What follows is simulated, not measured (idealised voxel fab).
process module | voxel tone inversion
cross-section cut | 220 nm wide | cells 5 nm
A cross-section is a grid of square cells, given in bands from the top down. A band is one or more rows of cells.
Each band's line starts with the height of the band's top and of its bottom, in nm. Then come its materials from left to right, each with its width in nm. One material with "throughout" fills the band from edge to edge. "air" is empty space.
Height 0 is the level under which the wafer as received is all one material. The lowest band goes on downwards, as in "0 down".
A width such as "30 to 40" changes by the same amount from each row of cells to the next, from the band's top row to its bottom row.
"no change" after a step means that no cell of the cross-section changed.
closed voids: empty space of 8 cells or more with no open way to the top, each as width x height at its distance from the left edge, in nm
after a step's settings: what the simulator itself notes on the step
overlay nm, on a step with a mask: how far to the right of its planned place the mask lay; to the left if negative
plan
1 op RECEIVE | material Si
2 op CONFORMAL_DEP | material SiN | thk nm 5
3 op DIRECTIONAL_DEP | material aC | thk nm 20
4 op PATTERN | tone cover | mask id POSTS | material resist | width nm 20 | pitch nm 40 | thk nm 30 | overlay nm 0
5 op DIRECTIONAL_ETCH | etch materials aC | depth nm 20
6 op STRIP | etch materials resist
7 op FILL_DEP | material lowk | thk nm 5
8 op CMP | height nm 25
9 op STRIP | etch materials aC
10 op CONFORMAL_DEP | material TiN | thk nm 5
11 op FILL_DEP | material Cu | thk nm 10
12 op CMP | height nm 25
13 op CONFORMAL_DEP | material SiCN | thk nm 5
first wafer, as planned
as received, after step 1
  0 down: Si throughout
  closed voids: none
after step 2
  5 to 0: SiN throughout
  below 0: unchanged
after step 3
  25 to 5: aC throughout
  below 5: unchanged
after step 4
  55 to 25: air 80 | resist 20 | air 20 | resist 20 | air 80
  below 25: unchanged
after step 5
  35 to 25: air 80 | resist 20 | air 20 | resist 20 | air 80
  25 to 5: air 80 | aC 20 | air 20 | aC 20 | air 80
  below 5: unchanged
after step 6
  25 to 5: air 80 | aC 20 | air 20 | aC 20 | air 80
  below 5: unchanged
after step 7
  30 to 25: lowk throughout
  25 to 5: lowk 80 | aC 20 | lowk 20 | aC 20 | lowk 80
  below 5: unchanged
after step 8
  25 to 5: lowk 80 | aC 20 | lowk 20 | aC 20 | lowk 80
  below 5: unchanged
after step 9
  25 to 5: lowk 80 | air 20 | lowk 20 | air 20 | lowk 80
  below 5: unchanged
after step 10
  30 to 25: TiN 85 | air 10 | TiN 30 | air 10 | TiN 85
  25 to 10: lowk 80 | TiN 5 | air 10 | TiN 5 | lowk 20 | TiN 5 | air 10 | TiN 5 | lowk 80
  10 to 5: lowk 80 | TiN 20 | lowk 20 | TiN 20 | lowk 80
  below 5: unchanged
after step 11
  40 to 30: Cu throughout
  30 to 25: TiN 85 | Cu 10 | TiN 30 | Cu 10 | TiN 85
  25 to 10: lowk 80 | TiN 5 | Cu 10 | TiN 5 | lowk 20 | TiN 5 | Cu 10 | TiN 5 | lowk 80
  below 10: unchanged
after step 12
  25 to 10: lowk 80 | TiN 5 | Cu 10 | TiN 5 | lowk 20 | TiN 5 | Cu 10 | TiN 5 | lowk 80
  below 10: unchanged
after step 13
  30 to 25: SiCN throughout
  below 25: unchanged
second wafer: like start, like plan, one mistake. Through step 1 it matches the first wafer
when step 2 should have ended
  20 to 0: aC throughout
  below 0: unchanged
when step 3 should have ended
  25 to 20: SiN throughout
  below 20: unchanged
when step 4 should have ended
  55 to 25: air 80 | resist 20 | air 20 | resist 20 | air 80
  below 25: unchanged
when step 5 should have ended
  35 to 25: air 80 | resist 20 | air 20 | resist 20 | air 80
  below 25: unchanged
when step 6 should have ended
  25 to 20: SiN throughout
  below 20: unchanged
when step 7 should have ended
  30 to 25: lowk throughout
  below 25: unchanged
when step 8 should have ended
  25 to 20: SiN throughout
  below 20: unchanged
when step 9 should have ended: no change
when step 10 should have ended
  30 to 25: TiN throughout
  below 25: unchanged
when step 11 should have ended
  40 to 30: Cu throughout
  below 30: unchanged
when step 12 should have ended
  25 to 20: SiN throughout
  below 20: unchanged
when step 13 should have ended
  30 to 25: SiCN throughout
  below 25: unchanged
what went wrong: steps 2 and 3 were swapped
at the end the second wafer has, in cells: 12 fewer of Cu | 20 fewer of TiN | 176 more of aC | 144 fewer of lowk
